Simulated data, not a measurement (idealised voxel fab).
Name of the process module below: voxel quadruple lines
Section shown: cut. Width: 200 nm. Cell size: 5 nm, square.
Format of a cross-section: grid, square cells. Given as bands. Order: top down. Band: one or more rows of cells.
It is stipulated that each band's entry specify, in nanometres, the height of the top of the band and then that of its bottom, followed by the materials of the band in left-to-right sequence, each together with its width in nanometres. A single material marked by the word "all across" is understood to fill the band from edge to edge; the word "blank" is understood to denote empty space.
All heights in this document are referenced to 0, defined as the level beneath which the wafer, as received, consists entirely of one material. The lowest band is not bounded below; it extends indefinitely downward and is written in the form "top 0, no bottom".
Think of "30..40" as a width that walks from the first number to the second as you go down the band, top row to bottom row, taking equal-sized steps from row to row.
The cross-section has no changed cell in any step marked "changes: none".
What "Non-vented voids" gives you is every empty space of 8 cells or more that is cut off from the top. Each appears as width x height at distance, with the distance taken from the left edge and width, height and distance all in nm.
On each step's line, the part that comes after the settings is the simulator's own comment on the step.
"overlay nm" answers the question of how far to the right of plan the mask lay on a step that has a mask, and when it is negative the answer is to the left.

The planned process steps are enumerated hereunder
- 1: RECEIVE (material Si)
- 2: CONFORMAL_DEP (material Al2O3; thk nm 10)
- 3: DIRECTIONAL_DEP (material TiN; thk nm 10)
- 4: DIRECTIONAL_DEP (material polySi; thk nm 15)
- 5: DIRECTIONAL_DEP (material aC; thk nm 20)
- 6: PATTERN (tone cover; mask id MANDREL; material resist; width nm 30; thk nm 30; overlay nm 0)
- 7: DIRECTIONAL_ETCH (etch materials aC; depth nm 20)
- 8: STRIP (etch materials resist)
- 9: CONFORMAL_DEP (material SiO2; thk nm 10)
- 10: DIRECTIONAL_ETCH (etch materials SiO2; depth nm 10)
- 11: STRIP (etch materials aC)
- 12: DIRECTIONAL_ETCH (etch materials polySi; depth nm 15)
- 13: STRIP (etch materials SiO2)
- 14: CONFORMAL_DEP (material SiCN; thk nm 10)
- 15: DIRECTIONAL_ETCH (etch materials SiCN; depth nm 10)
- 16: STRIP (etch materials polySi)
- 17: DIRECTIONAL_ETCH (etch materials TiN; depth nm 10)
- 18: STRIP (etch materials SiCN)

First wafer, two in total, run as planned

Cross-sectional view of the wafer in its as-received condition, corresponding to the state after step 1
> top 0, no bottom  Si all across
> Non-vented voids: none

Wafer section view after processing step 2
> top 10, bottom 0  Al2O3 all across
> Under 0: no change, same as before.

Wafer section view after processing step 3
> top 20, bottom 10  TiN all across
> Under 10: no change, same as before.

Wafer section view after processing step 4
> top 35, bottom 20  polySi all across
> Under 20: no change, same as before.

Wafer section view after processing step 5
> top 55, bottom 35  aC all across
> Under 35: no change, same as before.

Wafer section view after processing step 6
> top 85, bottom 55  85 blank | 30 resist | 85 blank
> Under 55: no change, same as before.

Wafer section view after processing step 7
> top 65, bottom 55  85 blank | 30 resist | 85 blank
> top 55, bottom 35  85 blank | 30 aC | 85 blank
> Under 35: no change, same as before.

Wafer section view after processing step 8
> top 55, bottom 35  85 blank | 30 aC | 85 blank
> Under 35: no change, same as before.

Wafer section view after processing step 9
> top 65, bottom 55  75 blank | 50 SiO2 | 75 blank
> top 55, bottom 45  75 blank | 10 SiO2 | 30 aC | 10 SiO2 | 75 blank
> top 45, bottom 35  85 SiO2 | 30 aC | 85 SiO2
> Under 35: no change, same as before.

Wafer section view after processing step 10
> top 55, bottom 35  75 blank | 10 SiO2 | 30 aC | 10 SiO2 | 75 blank
> Under 35: no change, same as before.

Wafer section view after processing step 11
> top 55, bottom 35  75 blank | 10 SiO2 | 30 blank | 10 SiO2 | 75 blank
> Under 35: no change, same as before.

Wafer section view after processing step 12
> top 55, bottom 35  75 blank | 10 SiO2 | 30 blank | 10 SiO2 | 75 blank
> top 35, bottom 20  75 blank | 10 polySi | 30 blank | 10 polySi | 75 blank
> Under 20: no change, same as before.

Wafer section view after processing step 13
> top 35, bottom 20  75 blank | 10 polySi | 30 blank | 10 polySi | 75 blank
> Under 20: no change, same as before.

Wafer section view after processing step 14
> top 45, bottom 35  65 blank | 30 SiCN | 10 blank | 30 SiCN | 65 blank
> top 35, bottom 30  65 blank | 10 SiCN | 10 polySi | 10 SiCN | 10 blank | 10 SiCN | 10 polySi | 10 SiCN | 65 blank
> top 30, bottom 20  75 SiCN | 10 polySi | 30 SiCN | 10 polySi | 75 SiCN
> Under 20: no change, same as before.

Wafer section view after processing step 15
> top 35, bottom 20  65 blank | 10 SiCN | 10 polySi | 10 SiCN | 10 blank | 10 SiCN | 10 polySi | 10 SiCN | 65 blank
> Under 20: no change, same as before.

Wafer section view after processing step 16
> top 35, bottom 20  65 blank | 10 SiCN | 10 blank | 10 SiCN | 10 blank | 10 SiCN | 10 blank | 10 SiCN | 65 blank
> Under 20: no change, same as before.

Wafer section view after processing step 17
> top 35, bottom 20  65 blank | 10 SiCN | 10 blank | 10 SiCN | 10 blank | 10 SiCN | 10 blank | 10 SiCN | 65 blank
> top 20, bottom 10  65 blank | 10 TiN | 10 blank | 10 TiN | 10 blank | 10 TiN | 10 blank | 10 TiN | 65 blank
> Under 10: no change, same as before.

Wafer section view after processing step 18
> top 20, bottom 10  65 blank | 10 TiN | 10 blank | 10 TiN | 10 blank | 10 TiN | 10 blank | 10 TiN | 65 blank
> Under 10: no change, same as before.

Now the other wafer: same start, same recipe, but we messed up one thing when running it. Up to and including step 2 it's the same as the first one

Second wafer cross-section, taken as of the time the plan sets for step 3 to be done
> top 25, bottom 10  polySi all across
> Under 10: no change, same as before.

Second wafer cross-section, taken as of the time the plan sets for step 4 to be done
> top 35, bottom 25  TiN all across
> Under 25: no change, same as before.

Second wafer cross-section, taken as of the time the plan sets for step 5 to be done
> top 55, bottom 35  aC all across
> Under 35: no change, same as before.

Second wafer cross-section, taken as of the time the plan sets for step 6 to be done
> top 85, bottom 55  85 blank | 30 resist | 85 blank
> Under 55: no change, same as before.

Second wafer cross-section, taken as of the time the plan sets for step 7 to be done
> top 65, bottom 55  85 blank | 30 resist | 85 blank
> top 55, bottom 35  85 blank | 30 aC | 85 blank
> Under 35: no change, same as before.

Second wafer cross-section, taken as of the time the plan sets for step 8 to be done
> top 55, bottom 35  85 blank | 30 aC | 85 blank
> Under 35: no change, same as before.

Second wafer cross-section, taken as of the time the plan sets for step 9 to be done
> top 65, bottom 55  75 blank | 50 SiO2 | 75 blank
> top 55, bottom 45  75 blank | 10 SiO2 | 30 aC | 10 SiO2 | 75 blank
> top 45, bottom 35  85 SiO2 | 30 aC | 85 SiO2
> Under 35: no change, same as before.

Second wafer cross-section, taken as of the time the plan sets for step 10 to be done
> top 55, bottom 35  75 blank | 10 SiO2 | 30 aC | 10 SiO2 | 75 blank
> Under 35: no change, same as before.

Second wafer cross-section, taken as of the time the plan sets for step 11 to be done
> top 55, bottom 35  75 blank | 10 SiO2 | 30 blank | 10 SiO2 | 75 blank
> Under 35: no change, same as before.

Second wafer cross-section, taken as of the time the plan sets for step 12 to be done: changes: none

Second wafer cross-section, taken as of the time the plan sets for step 13 to be done
> top 35, bottom 25  TiN all across
> Under 25: no change, same as before.

Second wafer cross-section, taken as of the time the plan sets for step 14 to be done
> top 45, bottom 35  SiCN all across
> Under 35: no change, same as before.

Second wafer cross-section, taken as of the time the plan sets for step 15 to be done
> top 35, bottom 25  TiN all across
> Under 25: no change, same as before.

Second wafer cross-section, taken as of the time the plan sets for step 16 to be done: changes: none

Second wafer cross-section, taken as of the time the plan sets for step 17 to be done
> top 25, bottom 10  polySi all across
> Under 10: no change, same as before.

Second wafer cross-section, taken as of the time the plan sets for step 18 to be done: changes: none
Plan not followed: the intended sequence of steps 3 and 4 was reversed during processing, with each occupying the position of the other
End check, counted in cells, second wafer has more or fewer of these materials than the first: -16 TiN; +120 polySi
